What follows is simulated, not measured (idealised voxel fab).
process module | voxel lift off
cross-section cut | 250 nm wide | cells 5 nm
A cross-section is a grid of square cells, given in bands from the top down. A band is one or more rows of cells.
Each band's line starts with the height of the band's top and of its bottom, in nm. Then come its materials from left to right, each with its width in nm. One material with "throughout" fills the band from edge to edge. "air" is empty space.
Height 0 is the level under which the wafer as received is all one material. The lowest band goes on downwards, as in "0 down".
A width such as "30 to 40" changes by the same amount from each row of cells to the next, from the band's top row to its bottom row.
"no change" after a step means that no cell of the cross-section changed.
closed voids: empty space of 8 cells or more with no open way to the top, each as width x height at its distance from the left edge, in nm
after a step's settings: what the simulator itself notes on the step
overlay nm, on a step with a mask: how far to the right of its planned place the mask lay; to the left if negative
plan
1 op RECEIVE | material Si
2 op CONFORMAL_DEP | material Al2O3 | thk nm 10
3 op PATTERN | tone open | mask id LINES | material resist | width nm 15 | pitch nm 35 | thk nm 20 | overlay nm 0
4 op DIRECTIONAL_DEP | material Ru | thk nm 10
5 op STRIP | etch materials resist
6 op CONFORMAL_DEP | material SiN | thk nm 5
first wafer, as planned
as received, after step 1
  0 down: Si throughout
  closed voids: none
after step 2
  10 to 0: Al2O3 throughout
  below 0: unchanged
after step 3
  30 to 10: resist 100 | air 15 | resist 20 | air 15 | resist 100
  below 10: unchanged
after step 4
  40 to 30: Ru 100 | air 15 | Ru 20 | air 15 | Ru 100
  30 to 20: resist 100 | air 15 | resist 20 | air 15 | resist 100
  20 to 10: resist 100 | Ru 15 | resist 20 | Ru 15 | resist 100
  below 10: unchanged
after step 5
  20 to 10: air 100 | Ru 15 | air 20 | Ru 15 | air 100
  below 10: unchanged
after step 6
  25 to 20: air 95 | SiN 25 | air 10 | SiN 25 | air 95
  20 to 15: air 95 | SiN 5 | Ru 15 | SiN 5 | air 10 | SiN 5 | Ru 15 | SiN 5 | air 95
  15 to 10: SiN 100 | Ru 15 | SiN 20 | Ru 15 | SiN 100
  below 10: unchanged
second wafer: like start, like plan, one mistake. Through step 5 it matches the first wafer
when step 6 should have ended
  35 to 25: air 85 | SiN 80 | air 85
  25 to 20: SiN throughout
  20 to 10: SiN 100 | Ru 15 | SiN 20 | Ru 15 | SiN 100
  below 10: unchanged
what went wrong: step 6 ran as: op CONFORMAL_DEP | material SiN | thk nm 15
at the end the second wafer has, in cells: 112 more of SiN
